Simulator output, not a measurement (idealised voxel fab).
Process module name: voxel gate over fins
The cross-section shown here is cut; it is 150 nm wide and divided into square cells measuring 5 nm on a side.
Bands, listed from the top down, are how a cross-section gets written in this document; the cross-section itself is a grid of square cells, and a band is one or more rows of them. Within each band entry, the heights of the top and of the bottom of the band appear first, in that order and in nm; the materials of the band then follow from left to right, each with its corresponding width in nm. The designation "edge to edge" on a single material indicates that it fills the band from edge to edge; the designation "blank" indicates empty space. Zero point of the height axis is 0; under it, received wafer = one material. Lowest band: continues down indefinitely, "0 down". When a width is written as two numbers, as in "30..40", the first number is the width in the top row of cells of the band and the second is the width in its bottom row, and the width changes by the same amount from each row to the next. Step marked "no modifications"? Then no cell in the cross-section changed in it. Voids not open to the top, 8 cells minimum: see "Closed void register". Written width x height at distance; distance is from the left edge; nm. On each step's line, the part that comes after the settings is the simulator's own comment on the step. The optional step-line setting "overlay nm" applies to steps with a mask and quantifies how far to the right of its planned location the mask lay, a negative value indicating leftward placement.
-- These are the steps we planned for the process
1) op RECEIVE | material Si
2) op CONFORMAL_DEP | material SiN | thk nm 5
3) op MASKED_ETCH | tone cover | mask id FINS | width nm 15 | pitch nm 45 | etch materials SiN | depth nm 5 | overlay nm 0
4) op MASKED_ETCH | tone cover | mask id FINS | width nm 15 | pitch nm 45 | etch materials Si | depth nm 30 | overlay nm 0
5) op OXIDIZE | depth nm 5
6) op FILL_DEP | material SiO2 | thk nm 10
7) op CMP | height nm 5
8) op SELECTIVE_ETCH | etch materials SiO2 | depth nm 15
9) op STRIP | etch materials SiN
10) op CONFORMAL_DEP | material HfO2 | thk nm 5
11) op CONFORMAL_DEP | material TiN | thk nm 5
12) op FILL_DEP | material W | thk nm 15
13) op CMP | height nm 20
14) op CONFORMAL_DEP | material SiCN | thk nm 10
-- So, the first of our two wafers, run just as we planned it
-- As received (post step 1): cross-section
* 0 down = Si edge to edge
* Closed void register: none
-- Sectional view: wafer, after step 2
* 5 to 0 = SiN edge to edge
* Under the height 0 nothing was changed.
-- Sectional view: wafer, after step 3
* 5 to 0 = blank 45 nm  SiN 15 nm  blank 30 nm  SiN 15 nm  blank 45 nm
* Under the height 0 nothing was changed.
-- Sectional view: wafer, after step 4
* 5 to 0 = blank 45 nm  SiN 15 nm  blank 30 nm  SiN 15 nm  blank 45 nm
* 0 to -30 = blank 45 nm  Si 15 nm  blank 30 nm  Si 15 nm  blank 45 nm
* Under the height -30 nothing was changed.
-- Sectional view: wafer, after step 5
* 5 to 0 = blank 45 nm  SiN 15 nm  blank 30 nm  SiN 15 nm  blank 45 nm
* 0 to -30 = blank 45 nm  SiO2 5 nm  Si 5 nm  SiO2 5 nm  blank 30 nm  SiO2 5 nm  Si 5 nm  SiO2 5 nm  blank 45 nm
* -30 to -35 = SiO2 50 nm  Si 5 nm  SiO2 40 nm  Si 5 nm  SiO2 50 nm
* Under the height -35 nothing was changed.
-- Sectional view: wafer, after step 6
* 15 to 5 = SiO2 edge to edge
* 5 to 0 = SiO2 45 nm  SiN 15 nm  SiO2 30 nm  SiN 15 nm  SiO2 45 nm
* 0 to -35 = SiO2 50 nm  Si 5 nm  SiO2 40 nm  Si 5 nm  SiO2 50 nm
* Under the height -35 nothing was changed.
-- Sectional view: wafer, after step 7
* 5 to 0 = SiO2 45 nm  SiN 15 nm  SiO2 30 nm  SiN 15 nm  SiO2 45 nm
* Under the height 0 nothing was changed.
-- Sectional view: wafer, after step 8
* 5 to 0 = blank 45 nm  SiN 15 nm  blank 30 nm  SiN 15 nm  blank 45 nm
* 0 to -10 = blank 50 nm  Si 5 nm  blank 40 nm  Si 5 nm  blank 50 nm
* Under the height -10 nothing was changed.
-- Sectional view: wafer, after step 9
* 0 to -10 = blank 50 nm  Si 5 nm  blank 40 nm  Si 5 nm  blank 50 nm
* Under the height -10 nothing was changed.
-- Sectional view: wafer, after step 10
* 5 to 0 = blank 45 nm  HfO2 15 nm  blank 30 nm  HfO2 15 nm  blank 45 nm
* 0 to -5 = blank 45 nm  HfO2 5 nm  Si 5 nm  HfO2 5 nm  blank 30 nm  HfO2 5 nm  Si 5 nm  HfO2 5 nm  blank 45 nm
* -5 to -10 = HfO2 50 nm  Si 5 nm  HfO2 40 nm  Si 5 nm  HfO2 50 nm
* Under the height -10 nothing was changed.
-- Sectional view: wafer, after step 11
* 10 to 5 = blank 40 nm  TiN 25 nm  blank 20 nm  TiN 25 nm  blank 40 nm
* 5 to 0 = blank 40 nm  TiN 5 nm  HfO2 15 nm  TiN 5 nm  blank 20 nm  TiN 5 nm  HfO2 15 nm  TiN 5 nm  blank 40 nm
* 0 to -5 = TiN 45 nm  HfO2 5 nm  Si 5 nm  HfO2 5 nm  TiN 30 nm  HfO2 5 nm  Si 5 nm  HfO2 5 nm  TiN 45 nm
* Under the height -5 nothing was changed.
-- Sectional view: wafer, after step 12
* 25 to 10 = W edge to edge
* 10 to 5 = W 40 nm  TiN 25 nm  W 20 nm  TiN 25 nm  W 40 nm
* 5 to 0 = W 40 nm  TiN 5 nm  HfO2 15 nm  TiN 5 nm  W 20 nm  TiN 5 nm  HfO2 15 nm  TiN 5 nm  W 40 nm
* Under the height 0 nothing was changed.
-- Sectional view: wafer, after step 13
* 20 to 10 = W edge to edge
* Under the height 10 nothing was changed.
-- Sectional view: wafer, after step 14
* 30 to 20 = SiCN edge to edge
* Under the height 20 nothing was changed.
-- Second wafer. Start and plan as for the first. One mistake made in running. Agrees with the first up to and including step 6
-- Cross-section of the second wafer at the time step 7 of the plan should have ended
* -5 to -35 = SiO2 50 nm  Si 5 nm  SiO2 40 nm  Si 5 nm  SiO2 50 nm
* Under the height -35 nothing was changed.
-- Cross-section of the second wafer at the time step 8 of the plan should have ended
* -5 to -20 = blank 50 nm  Si 5 nm  blank 40 nm  Si 5 nm  blank 50 nm
* Under the height -20 nothing was changed.
Cross-section of the second wafer at the time step 9 of the plan should have ended: no modifications
-- Cross-section of the second wafer at the time step 10 of the plan should have ended
* 0 to -5 = blank 45 nm  HfO2 15 nm  blank 30 nm  HfO2 15 nm  blank 45 nm
* -5 to -15 = blank 45 nm  HfO2 5 nm  Si 5 nm  HfO2 5 nm  blank 30 nm  HfO2 5 nm  Si 5 nm  HfO2 5 nm  blank 45 nm
* -15 to -20 = HfO2 50 nm  Si 5 nm  HfO2 40 nm  Si 5 nm  HfO2 50 nm
* Under the height -20 nothing was changed.
-- Cross-section of the second wafer at the time step 11 of the plan should have ended
* 5 to 0 = blank 40 nm  TiN 25 nm  blank 20 nm  TiN 25 nm  blank 40 nm
* 0 to -5 = blank 40 nm  TiN 5 nm  HfO2 15 nm  TiN 5 nm  blank 20 nm  TiN 5 nm  HfO2 15 nm  TiN 5 nm  blank 40 nm
* -5 to -10 = blank 40 nm  TiN 5 nm  HfO2 5 nm  Si 5 nm  HfO2 5 nm  TiN 5 nm  blank 20 nm  TiN 5 nm  HfO2 5 nm  Si 5 nm  HfO2 5 nm  TiN 5 nm  blank 40 nm
* -10 to -15 = TiN 45 nm  HfO2 5 nm  Si 5 nm  HfO2 5 nm  TiN 30 nm  HfO2 5 nm  Si 5 nm  HfO2 5 nm  TiN 45 nm
* Under the height -15 nothing was changed.
-- Cross-section of the second wafer at the time step 12 of the plan should have ended
* 20 to 5 = W edge to edge
* 5 to 0 = W 40 nm  TiN 25 nm  W 20 nm  TiN 25 nm  W 40 nm
* 0 to -5 = W 40 nm  TiN 5 nm  HfO2 15 nm  TiN 5 nm  W 20 nm  TiN 5 nm  HfO2 15 nm  TiN 5 nm  W 40 nm
* -5 to -10 = W 40 nm  TiN 5 nm  HfO2 5 nm  Si 5 nm  HfO2 5 nm  TiN 5 nm  W 20 nm  TiN 5 nm  HfO2 5 nm  Si 5 nm  HfO2 5 nm  TiN 5 nm  W 40 nm
* Under the height -10 nothing was changed.
Cross-section of the second wafer at the time step 13 of the plan should have ended: no modifications
-- Cross-section of the second wafer at the time step 14 of the plan should have ended
* 30 to 20 = SiCN edge to edge
* Under the height 20 nothing was changed.
Misprocessing identified: step 7 was run on a setting that differed from the plan, and what really ran there is op CMP | height nm -5
It is noted that, at the conclusion of processing, the second wafer exhibits a higher or lower cell count for certain materials relative to the first: 4 more of HfO2, 2 fewer of Si, 56 fewer of SiO2, 4 more of TiN, 50 more of W
